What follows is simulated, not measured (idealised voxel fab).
Title: Process Module voxel transistor to metal
FYI the section here is cut, 260 nm wide, cells are 5 nm squares.
In this document a cross-section is written as a grid of square cells. It is given as a series of bands, listed from the top down, and a band is one or more rows of cells.
Look at the band entry: it leads with the top's height and the bottom's height in nm. Then it lists the materials left to right, with a width in nm for each. The word "full width" on a single material says that material fills the band edge to edge. The word "empty" is empty space.
Measure heights from 0. That's the level where, below it, the as-received wafer is all one material. The lowest band is bottomless and extends downward; write it as in "0 down".
It should be noted that a width expressed as "30..40" varies in equal increments from row to row of cells within the band, taking the value of the first number at the top row and that of the second number at the bottom row.
"no change" (step): cross-section cells unchanged, all of them.
"Catalogued sealed voids" enumerates empty spaces isolated from the top, with no open way to it, that contain at least 8 cells, giving each as width x height at distance from the left edge, all three in nm.
Post-settings text on a step line: simulator's own remark regarding the step.
Regarding "overlay nm": on a step with a mask, it is the distance the mask lay to the right of its planned place; a negative value places it to the left.

PROCESS STEPS FORESEEN IN THE PLAN
| 1 | RECEIVE, material Si |
| 2 | CONFORMAL_DEP, material SiO2, thk nm 5 |
| 3 | CONFORMAL_DEP, material SiN, thk nm 15 |
| 4 | PATTERN, tone cover, mask id ACTIVE, material resist, width nm 90, pitch nm 120, thk nm 20, overlay nm 0 |
| 5 | DIRECTIONAL_ETCH, etch materials SiN, depth nm 15 |
| 6 | DIRECTIONAL_ETCH, etch materials SiO2, depth nm 5 |
| 7 | DIRECTIONAL_ETCH, etch materials Si, depth nm 30 |
| 8 | STRIP, etch materials resist |
| 9 | FILL_DEP, material SiO2, thk nm 5 |
| 10 | CMP, height nm 20 |
| 11 | SELECTIVE_ETCH, etch materials SiO2, depth nm 15 |
| 12 | STRIP, etch materials SiN |
| 13 | SELECTIVE_ETCH, etch materials SiO2, depth nm 5 |
| 14 | OXIDIZE, depth nm 5 |
| 15 | DIRECTIONAL_DEP, material polySi, thk nm 25 |
| 16 | DIRECTIONAL_DEP, material SiCN, thk nm 10 |
| 17 | MASKED_ETCH, tone cover, mask id GATE, width nm 20, pitch nm 120, etch materials SiCN, depth nm 20, overlay nm 0 |
| 18 | MASKED_ETCH, tone cover, mask id GATE, width nm 20, pitch nm 120, etch materials polySi, depth nm 35, overlay nm 0 |
| 19 | CONFORMAL_DEP, material SiN, thk nm 5 |
| 20 | DIRECTIONAL_ETCH, etch materials SiN, depth nm 5 |
| 21 | DIRECTIONAL_ETCH, etch materials SiO2, depth nm 5 |
| 22 | EPI, material SiGe, thk nm 5 |
| 23 | FILL_DEP, material SiO2, thk nm 5 |
| 24 | CMP, height nm 35 |
| 25 | DIRECTIONAL_DEP, material SiO2, thk nm 10 |
| 26 | DIRECTIONAL_DEP, material aC, thk nm 15 |
| 27 | PATTERN, tone open, mask id CONTACT, material resist, width nm 25, thk nm 30, overlay nm 0 |
| 28 | DIRECTIONAL_ETCH, etch materials aC, depth nm 15 |
| 29 | STRIP, etch materials resist |
| 30 | DIRECTIONAL_ETCH, etch materials SiO2, depth nm 45 |
| 31 | STRIP, etch materials aC |
| 32 | CONFORMAL_DEP, material TiN, thk nm 5 |
| 33 | FILL_DEP, material W, thk nm 10 |
| 34 | CMP, height nm 45 |
| 35 | CONFORMAL_DEP, material SiN, thk nm 5 |
| 36 | DIRECTIONAL_DEP, material SiO2, thk nm 25 |
| 37 | DIRECTIONAL_DEP, material aC, thk nm 15 |
| 38 | PATTERN, tone open, mask id METAL_1, material resist, width nm 15, thk nm 35, overlay nm 0 |
| 39 | DIRECTIONAL_ETCH, etch materials aC, depth nm 15 |
| 40 | STRIP, etch materials resist |
| 41 | DIRECTIONAL_ETCH, etch materials SiO2, depth nm 25 |
| 42 | DIRECTIONAL_ETCH, etch materials SiN, depth nm 5 |
| 43 | STRIP, etch materials aC |
| 44 | CONFORMAL_DEP, material TiN, thk nm 5 |
| 45 | FILL_DEP, material Cu, thk nm 5 |
| 46 | CMP, height nm 75 |
| 47 | EPI, material Ru, thk nm 5 |
| 48 | FILL_DEP, material SiCN, thk nm 5 |
| 49 | DIRECTIONAL_DEP, material lowk, thk nm 25 |
| 50 | PATTERN, tone open, mask id METAL_2, material resist, width nm 15, pitch nm 120, thk nm 15, overlay nm 0 |
| 51 | DIRECTIONAL_ETCH, etch materials lowk, depth nm 15 |
| 52 | STRIP, etch materials resist |
| 53 | DIRECTIONAL_DEP, material aC, thk nm 10 |
| 54 | PATTERN, tone open, mask id METAL_2_HOLES, material resist, width nm 15, pitch nm 120, thk nm 30, overlay nm 0 |
| 55 | DIRECTIONAL_ETCH, etch materials aC, depth nm 10 |
| 56 | STRIP, etch materials resist |
| 57 | DIRECTIONAL_ETCH, etch materials lowk, depth nm 10 |
| 58 | DIRECTIONAL_ETCH, etch materials SiCN, depth nm 5 |
| 59 | STRIP, etch materials aC |
| 60 | CONFORMAL_DEP, material TiN, thk nm 5 |
| 61 | FILL_DEP, material Cu, thk nm 5 |
| 62 | CMP, height nm 110 |
| 63 | CONFORMAL_DEP, material SiN, thk nm 5 |

AS RECEIVED, AFTER STEP 1
* 0 down  Si full width
* Catalogued sealed voids: none

SAME STARTING WAFER, SAME PLAN AS ABOVE, ONE MISTAKE IN THE EXECUTION; THIS IS THE CROSS-SECTION AT THE END OF THE MODULE
* 115 to 110  SiN full width
* 110 to 85  lowk=30; TiN=5; Cu=5; TiN=5; lowk=105; TiN=5; Cu=5; TiN=5; lowk=95
* 85 to 80  SiCN=30; TiN=15; SiCN=105; TiN=15; SiCN=95
* 80 to 75  SiCN=25; Ru=25; SiCN=40; Ru=25; SiCN=30; Ru=25; SiCN=40; Ru=25; SiCN=25
* 75 to 65  SiO2=30; TiN=5; Cu=5; TiN=5; SiO2=50; TiN=5; Cu=5; TiN=5; SiO2=40; TiN=5; Cu=5; TiN=5; SiO2=50; TiN=5; Cu=5; TiN=5; SiO2=30
* 65 to 60  SiN=30; TiN=15; SiN=50; TiN=15; SiN=40; TiN=15; SiN=50; TiN=15; SiN=30
* 60 to 50  W full width
* 50 to 45  TiN=35; W=15; TiN=40; W=15; TiN=50; W=15; TiN=40; W=15; TiN=35
* 45 to 35  SiO2=30; TiN=5; W=15; TiN=5; SiO2=30; TiN=5; W=15; TiN=5; SiO2=40; TiN=5; W=15; TiN=5; SiO2=30; TiN=5; W=15; TiN=5; SiO2=30
* 35 to 25  SiO2=30; TiN=5; W=15; TiN=5; SiN=5; SiCN=20; SiN=5; TiN=5; W=15; TiN=5; SiO2=40; TiN=5; W=15; TiN=5; SiN=5; SiCN=20; SiN=5; TiN=5; W=15; TiN=5; SiO2=30
* 25 to 5  SiO2=30; TiN=5; W=15; TiN=5; SiN=5; polySi=20; SiN=5; TiN=5; W=15; TiN=5; SiO2=40; TiN=5; W=15; TiN=5; SiN=5; polySi=20; SiN=5; TiN=5; W=15; TiN=5; SiO2=30
* 5 to 0  SiO2=30; TiN=25; SiN=5; polySi=20; SiN=5; TiN=25; SiO2=40; TiN=25; SiN=5; polySi=20; SiN=5; TiN=25; SiO2=30
* 0 to -5  SiO2=20; SiGe=35; SiO2=30; SiGe=35; SiO2=20; SiGe=35; SiO2=30; SiGe=35; SiO2=20
* -5 to -30  SiO2=25; Si=90; SiO2=30; Si=90; SiO2=25
* -30 down  Si full width
* Catalogued sealed voids: none
Deviation from plan: step 34 of the plan: omitted, not performed
